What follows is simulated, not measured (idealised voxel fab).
process module | voxel capacitor over wiring
Cross-sectional view cut (width: 205 nm; square cell size: 5 nm).
A cross-section is written here as square cells arranged in a grid, and it is given in bands from the top down, each band taking up one or more rows of cells.
The entry gives the band's vertical extent as a top height and a bottom height in nm, then its horizontal make-up as materials from left to right, each with a width in nm. "empty" stands for empty space; a single material marked "everywhere" fills the band edge to edge.
Heights are measured from 0, the level below which the as-received wafer is all one material; the lowest band has no bottom and continues downward, written as in "0 down".
Quick explanation for "30->40": the width changes in equal steps down the rows of cells, from the first number in the band's top row to the second number in its bottom row.
Step marked "no modifications"? Then no cell in the cross-section changed in it.
"Voids lacking openings" enumerates empty spaces isolated from the top, with no open way to it, that contain at least 8 cells, giving each as width x height at distance from the left edge, all three in nm.
Read whatever lies past the settings on a step's line as the simulator's own remark about the step.
The setting "overlay nm" may be written on the line of a step. When the step uses a mask, the value reports how far to the right of the planned place the mask lay, and a negative value reports that it lay to the left.
Below is the list of planned process steps:
1,RECEIVE (material Si)
2,CONFORMAL_DEP (material SiO2; thk nm 10)
3,DIRECTIONAL_DEP (material TiN; thk nm 5)
4,DIRECTIONAL_DEP (material Ru; thk nm 20)
5,DIRECTIONAL_DEP (material aC; thk nm 10)
6,PATTERN (tone cover; mask id METAL_1; material resist; width nm 30; pitch nm 90; thk nm 30; overlay nm 0)
7,DIRECTIONAL_ETCH (etch materials aC; depth nm 10)
8,STRIP (etch materials resist)
9,DIRECTIONAL_ETCH (etch materials Ru; depth nm 20)
10,DIRECTIONAL_ETCH (etch materials TiN; depth nm 5)
11,STRIP (etch materials aC)
12,FILL_DEP (material lowk; thk nm 10)
13,CMP (height nm 35)
14,CONFORMAL_DEP (material SiCN; thk nm 5)
15,DIRECTIONAL_DEP (material lowk; thk nm 15)
16,DIRECTIONAL_DEP (material aC; thk nm 10)
17,PATTERN (tone open; mask id PLUG_1; material resist; width nm 15; thk nm 30; overlay nm 0)
18,DIRECTIONAL_ETCH (etch materials aC; depth nm 10)
19,STRIP (etch materials resist)
20,DIRECTIONAL_ETCH (etch materials lowk; depth nm 15)
21,DIRECTIONAL_ETCH (etch materials SiCN; depth nm 5)
22,STRIP (etch materials aC)
23,EPI (material Ru; thk nm 10)
24,EPI (material Ru; thk nm 10)
25,DIRECTIONAL_DEP (material TiN; thk nm 10)
26,DIRECTIONAL_DEP (material HfO2; thk nm 5)
27,DIRECTIONAL_DEP (material TiN; thk nm 5)
28,DIRECTIONAL_DEP (material aC; thk nm 10)
29,PATTERN (tone cover; mask id UPPER_PLATE; material resist; width nm 65; thk nm 30; overlay nm 0)
30,DIRECTIONAL_ETCH (etch materials aC; depth nm 10)
31,STRIP (etch materials resist)
32,DIRECTIONAL_ETCH (etch materials TiN; depth nm 5)
33,DIRECTIONAL_ETCH (etch materials HfO2; depth nm 5)
34,STRIP (etch materials aC)
35,PATTERN (tone cover; mask id LOWER_PLATE; material resist; width nm 75; thk nm 20; overlay nm 0)
36,DIRECTIONAL_ETCH (etch materials TiN; depth nm 10)
37,STRIP (etch materials resist)
38,FILL_DEP (material SiO2; thk nm 15)
39,CMP (height nm 85)
40,PATTERN (tone open; mask id PLUG_2; material resist; width nm 15; thk nm 15; overlay nm 0)
41,DIRECTIONAL_ETCH (etch materials SiO2; depth nm 10)
42,STRIP (etch materials resist)
43,CONFORMAL_DEP (material TiN; thk nm 5)
44,FILL_DEP (material Cu; thk nm 10)
45,CMP (height nm 85)
46,CONFORMAL_DEP (material SiCN; thk nm 5)
First of the two wafers, run per plan:
So this is the incoming wafer in cross-section - it's already been through step 1:
    0 down  Si everywhere
    Voids lacking openings: none
Take a look at the wafer's cross-section after step 2:
    10 to 0  SiO2 everywhere
    Nothing below the height 0 has changed.
Take a look at the wafer's cross-section after step 3:
    15 to 10  TiN everywhere
    Nothing below the height 10 has changed.
Take a look at the wafer's cross-section after step 4:
    35 to 15  Ru everywhere
    Nothing below the height 15 has changed.
Take a look at the wafer's cross-section after step 5:
    45 to 35  aC everywhere
    Nothing below the height 35 has changed.
Take a look at the wafer's cross-section after step 6:
    75 to 45  empty 40; resist 30; empty 60; resist 30; empty 45
    Nothing below the height 45 has changed.
Take a look at the wafer's cross-section after step 7:
    65 to 45  empty 40; resist 30; empty 60; resist 30; empty 45
    45 to 35  empty 40; aC 30; empty 60; aC 30; empty 45
    Nothing below the height 35 has changed.
Take a look at the wafer's cross-section after step 8:
    45 to 35  empty 40; aC 30; empty 60; aC 30; empty 45
    Nothing below the height 35 has changed.
Take a look at the wafer's cross-section after step 9:
    45 to 35  empty 40; aC 30; empty 60; aC 30; empty 45
    35 to 15  empty 40; Ru 30; empty 60; Ru 30; empty 45
    Nothing below the height 15 has changed.
Take a look at the wafer's cross-section after step 10:
    45 to 35  empty 40; aC 30; empty 60; aC 30; empty 45
    35 to 15  empty 40; Ru 30; empty 60; Ru 30; empty 45
    15 to 10  empty 40; TiN 30; empty 60; TiN 30; empty 45
    Nothing below the height 10 has changed.
Take a look at the wafer's cross-section after step 11:
    35 to 15  empty 40; Ru 30; empty 60; Ru 30; empty 45
    Nothing below the height 15 has changed.
Take a look at the wafer's cross-section after step 12:
    45 to 35  lowk everywhere
    35 to 15  lowk 40; Ru 30; lowk 60; Ru 30; lowk 45
    15 to 10  lowk 40; TiN 30; lowk 60; TiN 30; lowk 45
    Nothing below the height 10 has changed.
Take a look at the wafer's cross-section after step 13:
    35 to 15  lowk 40; Ru 30; lowk 60; Ru 30; lowk 45
    Nothing below the height 15 has changed.
Take a look at the wafer's cross-section after step 14:
    40 to 35  SiCN everywhere
    Nothing below the height 35 has changed.
Take a look at the wafer's cross-section after step 15:
    55 to 40  lowk everywhere
    Nothing below the height 40 has changed.
Take a look at the wafer's cross-section after step 16:
    65 to 55  aC everywhere
    Nothing below the height 55 has changed.
Take a look at the wafer's cross-section after step 17:
    95 to 65  resist 55; empty 15; resist 135
    Nothing below the height 65 has changed.
Take a look at the wafer's cross-section after step 18:
    85 to 65  resist 55; empty 15; resist 135
    65 to 55  aC 55; empty 15; aC 135
    Nothing below the height 55 has changed.
Take a look at the wafer's cross-section after step 19:
    65 to 55  aC 55; empty 15; aC 135
    Nothing below the height 55 has changed.
Take a look at the wafer's cross-section after step 20:
    65 to 55  aC 55; empty 15; aC 135
    55 to 40  lowk 55; empty 15; lowk 135
    Nothing below the height 40 has changed.
Take a look at the wafer's cross-section after step 21:
    65 to 55  aC 55; empty 15; aC 135
    55 to 40  lowk 55; empty 15; lowk 135
    40 to 35  SiCN 55; empty 15; SiCN 135
    Nothing below the height 35 has changed.
Take a look at the wafer's cross-section after step 22:
    55 to 40  lowk 55; empty 15; lowk 135
    Nothing below the height 40 has changed.
Take a look at the wafer's cross-section after step 23:
    55 to 45  lowk 55; empty 15; lowk 135
    45 to 40  lowk 55; Ru 15; lowk 135
    40 to 35  SiCN 55; Ru 15; SiCN 135
    Nothing below the height 35 has changed.
Take a look at the wafer's cross-section after step 24:
    55 to 40  lowk 55; Ru 15; lowk 135
    Nothing below the height 40 has changed.
Take a look at the wafer's cross-section after step 25:
    65 to 55  TiN everywhere
    Nothing below the height 55 has changed.
Take a look at the wafer's cross-section after step 26:
    70 to 65  HfO2 everywhere
    Nothing below the height 65 has changed.
Take a look at the wafer's cross-section after step 27:
    75 to 70  TiN everywhere
    Nothing below the height 70 has changed.
Take a look at the wafer's cross-section after step 28:
    85 to 75  aC everywhere
    Nothing below the height 75 has changed.
Take a look at the wafer's cross-section after step 29:
    115 to 85  empty 55; resist 65; empty 85
    Nothing below the height 85 has changed.
Take a look at the wafer's cross-section after step 30:
    105 to 85  empty 55; resist 65; empty 85
    85 to 75  empty 55; aC 65; empty 85
    Nothing below the height 75 has changed.
Take a look at the wafer's cross-section after step 31:
    85 to 75  empty 55; aC 65; empty 85
    Nothing below the height 75 has changed.
Take a look at the wafer's cross-section after step 32:
    85 to 75  empty 55; aC 65; empty 85
    75 to 70  empty 55; TiN 65; empty 85
    Nothing below the height 70 has changed.
Take a look at the wafer's cross-section after step 33:
    85 to 75  empty 55; aC 65; empty 85
    75 to 70  empty 55; TiN 65; empty 85
    70 to 65  empty 55; HfO2 65; empty 85
    Nothing below the height 65 has changed.
Take a look at the wafer's cross-section after step 34:
    75 to 70  empty 55; TiN 65; empty 85
    Nothing below the height 70 has changed.
Take a look at the wafer's cross-section after step 35:
    95 to 75  empty 50; resist 75; empty 80
    75 to 70  empty 50; resist 5; TiN 65; resist 5; empty 80
    70 to 65  empty 50; resist 5; HfO2 65; resist 5; empty 80
    Nothing below the height 65 has changed.
Take a look at the wafer's cross-section after step 36:
    95 to 75  empty 50; resist 75; empty 80
    75 to 70  empty 50; resist 5; TiN 65; resist 5; empty 80
    70 to 65  empty 50; resist 5; HfO2 65; resist 5; empty 80
    65 to 55  empty 50; TiN 75; empty 80
    Nothing below the height 55 has changed.
Take a look at the wafer's cross-section after step 37:
    75 to 70  empty 55; TiN 65; empty 85
    70 to 65  empty 55; HfO2 65; empty 85
    Nothing below the height 65 has changed.
Take a look at the wafer's cross-section after step 38:
    90 to 75  SiO2 everywhere
    75 to 70  SiO2 55; TiN 65; SiO2 85
    70 to 65  SiO2 55; HfO2 65; SiO2 85
    65 to 55  SiO2 50; TiN 75; SiO2 80
    Nothing below the height 55 has changed.
Take a look at the wafer's cross-section after step 39:
    85 to 75  SiO2 everywhere
    Nothing below the height 75 has changed.
Take a look at the wafer's cross-section after step 40:
    100 to 85  resist 65; empty 15; resist 125
    Nothing below the height 85 has changed.
Take a look at the wafer's cross-section after step 41:
    100 to 85  resist 65; empty 15; resist 125
    85 to 75  SiO2 65; empty 15; SiO2 125
    Nothing below the height 75 has changed.
Take a look at the wafer's cross-section after step 42:
    85 to 75  SiO2 65; empty 15; SiO2 125
    Nothing below the height 75 has changed.
Take a look at the wafer's cross-section after step 43:
    90 to 85  TiN 70; empty 5; TiN 130
    85 to 80  SiO2 65; TiN 5; empty 5; TiN 5; SiO2 125
    80 to 70  SiO2 65->55; TiN 15->65; SiO2 125->85
    Nothing below the height 70 has changed.
Take a look at the wafer's cross-section after step 44:
    100 to 90  Cu everywhere
    90 to 85  TiN 70; Cu 5; TiN 130
    85 to 80  SiO2 65; TiN 5; Cu 5; TiN 5; SiO2 125
    Nothing below the height 80 has changed.
Take a look at the wafer's cross-section after step 45:
    85 to 80  SiO2 65; TiN 5; Cu 5; TiN 5; SiO2 125
    Nothing below the height 80 has changed.
Take a look at the wafer's cross-section after step 46:
    90 to 85  SiCN everywhere
    Nothing below the height 85 has changed.
Second wafer - shared start and plan with the first - one error in running - same as the first up to step 24 inclusive:
Look at the second wafer in cross-section at the time step 25 ought to have finished:
    60 to 55  TiN everywhere
    Nothing below the height 55 has changed.
Look at the second wafer in cross-section at the time step 26 ought to have finished:
    65 to 60  HfO2 everywhere
    Nothing below the height 60 has changed.
Look at the second wafer in cross-section at the time step 27 ought to have finished:
    70 to 65  TiN everywhere
    Nothing below the height 65 has changed.
Look at the second wafer in cross-section at the time step 28 ought to have finished:
    80 to 70  aC everywhere
    Nothing below the height 70 has changed.
Look at the second wafer in cross-section at the time step 29 ought to have finished:
    110 to 80  empty 55; resist 65; empty 85
    Nothing below the height 80 has changed.
Look at the second wafer in cross-section at the time step 30 ought to have finished:
    100 to 80  empty 55; resist 65; empty 85
    80 to 70  empty 55; aC 65; empty 85
    Nothing below the height 70 has changed.
Look at the second wafer in cross-section at the time step 31 ought to have finished:
    80 to 70  empty 55; aC 65; empty 85
    Nothing below the height 70 has changed.
Look at the second wafer in cross-section at the time step 32 ought to have finished:
    80 to 70  empty 55; aC 65; empty 85
    70 to 65  empty 55; TiN 65; empty 85
    Nothing below the height 65 has changed.
Look at the second wafer in cross-section at the time step 33 ought to have finished:
    80 to 70  empty 55; aC 65; empty 85
    70 to 65  empty 55; TiN 65; empty 85
    65 to 60  empty 55; HfO2 65; empty 85
    Nothing below the height 60 has changed.
Look at the second wafer in cross-section at the time step 34 ought to have finished:
    70 to 65  empty 55; TiN 65; empty 85
    Nothing below the height 65 has changed.
Look at the second wafer in cross-section at the time step 35 ought to have finished:
    90 to 70  empty 50; resist 75; empty 80
    70 to 65  empty 50; resist 5; TiN 65; resist 5; empty 80
    65 to 60  empty 50; resist 5; HfO2 65; resist 5; empty 80
    Nothing below the height 60 has changed.
Look at the second wafer in cross-section at the time step 36 ought to have finished:
    90 to 70  empty 50; resist 75; empty 80
    70 to 65  empty 50; resist 5; TiN 65; resist 5; empty 80
    65 to 60  empty 50; resist 5; HfO2 65; resist 5; empty 80
    60 to 55  empty 50; TiN 75; empty 80
    Nothing below the height 55 has changed.
Look at the second wafer in cross-section at the time step 37 ought to have finished:
    70 to 65  empty 55; TiN 65; empty 85
    65 to 60  empty 55; HfO2 65; empty 85
    Nothing below the height 60 has changed.
Look at the second wafer in cross-section at the time step 38 ought to have finished:
    85 to 70  SiO2 everywhere
    70 to 65  SiO2 55; TiN 65; SiO2 85
    65 to 60  SiO2 55; HfO2 65; SiO2 85
    60 to 55  SiO2 50; TiN 75; SiO2 80
    Nothing below the height 55 has changed.
Look at the second wafer in cross-section at the time step 39 ought to have finished: no modifications
Look at the second wafer in cross-section at the time step 40 ought to have finished:
    100 to 85  resist 65; empty 15; resist 125
    Nothing below the height 85 has changed.
Look at the second wafer in cross-section at the time step 41 ought to have finished:
    100 to 85  resist 65; empty 15; resist 125
    85 to 75  SiO2 65; empty 15; SiO2 125
    Nothing below the height 75 has changed.
Look at the second wafer in cross-section at the time step 42 ought to have finished:
    85 to 75  SiO2 65; empty 15; SiO2 125
    Nothing below the height 75 has changed.
Look at the second wafer in cross-section at the time step 43 ought to have finished:
    90 to 85  TiN 70; empty 5; TiN 130
    85 to 80  SiO2 65; TiN 5; empty 5; TiN 5; SiO2 125
    80 to 75  SiO2 65; TiN 15; SiO2 125
    Nothing below the height 75 has changed.
Look at the second wafer in cross-section at the time step 44 ought to have finished:
    100 to 90  Cu everywhere
    90 to 85  TiN 70; Cu 5; TiN 130
    85 to 80  SiO2 65; TiN 5; Cu 5; TiN 5; SiO2 125
    Nothing below the height 80 has changed.
Look at the second wafer in cross-section at the time step 45 ought to have finished:
    85 to 80  SiO2 65; TiN 5; Cu 5; TiN 5; SiO2 125
    Nothing below the height 80 has changed.
Look at the second wafer in cross-section at the time step 46 ought to have finished:
    90 to 85  SiCN everywhere
    Nothing below the height 85 has changed.
Error vs. plan: in deviation from the planned setting, step 25 was conducted as DIRECTIONAL_DEP (material TiN; thk nm 5)
at the end the second wafer has, in cells: SiO2: 15 more | TiN: 15 fewer
